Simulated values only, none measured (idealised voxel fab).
process module | voxel fin reveal
cross-section cut | 215 nm wide | cells 5 nm
A cross-section is a grid of square cells, given in bands from the top down. A band is one or more rows of cells.
Each band's line starts with the height of the band's top and of its bottom, in nm. Then come its materials from left to right, each with its width in nm. One material with "throughout" fills the band from edge to edge. "air" is empty space.
Height 0 is the level under which the wafer as received is all one material. The lowest band goes on downwards, as in "0 down".
A width such as "30 to 40" changes by the same amount from each row of cells to the next, from the band's top row to its bottom row.
"no change" after a step means that no cell of the cross-section changed.
closed voids: empty space of 8 cells or more with no open way to the top, each as width x height at its distance from the left edge, in nm
after a step's settings: what the simulator itself notes on the step
overlay nm, on a step with a mask: how far to the right of its planned place the mask lay; to the left if negative
plan
1 op RECEIVE | material Si
2 op CONFORMAL_DEP | material SiN | thk nm 10
3 op DIRECTIONAL_DEP | material aC | thk nm 10
4 op PATTERN | tone cover | mask id FINS | material resist | width nm 15 | pitch nm 40 | thk nm 25 | overlay nm 0
5 op DIRECTIONAL_ETCH | etch materials aC | depth nm 10
6 op STRIP | etch materials resist
7 op DIRECTIONAL_ETCH | etch materials SiN | depth nm 10
8 op DIRECTIONAL_ETCH | etch materials Si | depth nm 30
9 op STRIP | etch materials aC
10 op OXIDIZE | depth nm 5
11 op FILL_DEP | material SiO2 | thk nm 10
12 op CMP | height nm 10
13 op SELECTIVE_ETCH | etch materials SiO2 | depth nm 25
14 op STRIP | etch materials SiN
first wafer, as planned
as received, after step 1
  0 down: Si throughout
  closed voids: none
after step 2
  10 to 0: SiN throughout
  below 0: unchanged
after step 3
  20 to 10: aC throughout
  below 10: unchanged
after step 4
  45 to 20: air 60 | resist 15 | air 25 | resist 15 | air 25 | resist 15 | air 60
  below 20: unchanged
after step 5
  35 to 20: air 60 | resist 15 | air 25 | resist 15 | air 25 | resist 15 | air 60
  20 to 10: air 60 | aC 15 | air 25 | aC 15 | air 25 | aC 15 | air 60
  below 10: unchanged
after step 6
  20 to 10: air 60 | aC 15 | air 25 | aC 15 | air 25 | aC 15 | air 60
  below 10: unchanged
after step 7
  20 to 10: air 60 | aC 15 | air 25 | aC 15 | air 25 | aC 15 | air 60
  10 to 0: air 60 | SiN 15 | air 25 | SiN 15 | air 25 | SiN 15 | air 60
  below 0: unchanged
after step 8
  20 to 10: air 60 | aC 15 | air 25 | aC 15 | air 25 | aC 15 | air 60
  10 to 0: air 60 | SiN 15 | air 25 | SiN 15 | air 25 | SiN 15 | air 60
  0 to -30: air 60 | Si 15 | air 25 | Si 15 | air 25 | Si 15 | air 60
  below -30: unchanged
after step 9
  10 to 0: air 60 | SiN 15 | air 25 | SiN 15 | air 25 | SiN 15 | air 60
  below 0: unchanged
after step 10
  10 to 0: air 60 | SiN 15 | air 25 | SiN 15 | air 25 | SiN 15 | air 60
  0 to -30: air 60 | SiO2 5 | Si 5 | SiO2 5 | air 25 | SiO2 5 | Si 5 | SiO2 5 | air 25 | SiO2 5 | Si 5 | SiO2 5 | air 60
  -30 to -35: SiO2 65 | Si 5 | SiO2 35 | Si 5 | SiO2 35 | Si 5 | SiO2 65
  below -35: unchanged
after step 11
  20 to 10: SiO2 throughout
  10 to 0: SiO2 60 | SiN 15 | SiO2 25 | SiN 15 | SiO2 25 | SiN 15 | SiO2 60
  0 to -35: SiO2 65 | Si 5 | SiO2 35 | Si 5 | SiO2 35 | Si 5 | SiO2 65
  below -35: unchanged
after step 12
  10 to 0: SiO2 60 | SiN 15 | SiO2 25 | SiN 15 | SiO2 25 | SiN 15 | SiO2 60
  below 0: unchanged
after step 13
  10 to 0: air 60 | SiN 15 | air 25 | SiN 15 | air 25 | SiN 15 | air 60
  0 to -15: air 65 | Si 5 | air 35 | Si 5 | air 35 | Si 5 | air 65
  below -15: unchanged
after step 14
  0 to -15: air 65 | Si 5 | air 35 | Si 5 | air 35 | Si 5 | air 65
  below -15: unchanged
second wafer: like start, like plan, one mistake. Through step 3 it matches the first wafer
when step 4 should have ended
  45 to 20: air 50 | resist 15 | air 25 | resist 15 | air 25 | resist 15 | air 70
  below 20: unchanged
when step 5 should have ended
  35 to 20: air 50 | resist 15 | air 25 | resist 15 | air 25 | resist 15 | air 70
  20 to 10: air 50 | aC 15 | air 25 | aC 15 | air 25 | aC 15 | air 70
  below 10: unchanged
when step 6 should have ended
  20 to 10: air 50 | aC 15 | air 25 | aC 15 | air 25 | aC 15 | air 70
  below 10: unchanged
when step 7 should have ended
  20 to 10: air 50 | aC 15 | air 25 | aC 15 | air 25 | aC 15 | air 70
  10 to 0: air 50 | SiN 15 | air 25 | SiN 15 | air 25 | SiN 15 | air 70
  below 0: unchanged
when step 8 should have ended
  20 to 10: air 50 | aC 15 | air 25 | aC 15 | air 25 | aC 15 | air 70
  10 to 0: air 50 | SiN 15 | air 25 | SiN 15 | air 25 | SiN 15 | air 70
  0 to -30: air 50 | Si 15 | air 25 | Si 15 | air 25 | Si 15 | air 70
  below -30: unchanged
when step 9 should have ended
  10 to 0: air 50 | SiN 15 | air 25 | SiN 15 | air 25 | SiN 15 | air 70
  below 0: unchanged
when step 10 should have ended
  10 to 0: air 50 | SiN 15 | air 25 | SiN 15 | air 25 | SiN 15 | air 70
  0 to -30: air 50 | SiO2 5 | Si 5 | SiO2 5 | air 25 | SiO2 5 | Si 5 | SiO2 5 | air 25 | SiO2 5 | Si 5 | SiO2 5 | air 70
  -30 to -35: SiO2 55 | Si 5 | SiO2 35 | Si 5 | SiO2 35 | Si 5 | SiO2 75
  below -35: unchanged
when step 11 should have ended
  20 to 10: SiO2 throughout
  10 to 0: SiO2 50 | SiN 15 | SiO2 25 | SiN 15 | SiO2 25 | SiN 15 | SiO2 70
  0 to -35: SiO2 55 | Si 5 | SiO2 35 | Si 5 | SiO2 35 | Si 5 | SiO2 75
  below -35: unchanged
when step 12 should have ended
  10 to 0: SiO2 50 | SiN 15 | SiO2 25 | SiN 15 | SiO2 25 | SiN 15 | SiO2 70
  below 0: unchanged
when step 13 should have ended
  10 to 0: air 50 | SiN 15 | air 25 | SiN 15 | air 25 | SiN 15 | air 70
  0 to -15: air 55 | Si 5 | air 35 | Si 5 | air 35 | Si 5 | air 75
  below -15: unchanged
when step 14 should have ended
  0 to -15: air 55 | Si 5 | air 35 | Si 5 | air 35 | Si 5 | air 75
  below -15: unchanged
what went wrong: step 4 ran as: op PATTERN | tone cover | mask id FINS | material resist | width nm 15 | pitch nm 40 | thk nm 25 | overlay nm -10
at the end the second wafer has, in cells: as many of each material as the first, in other places
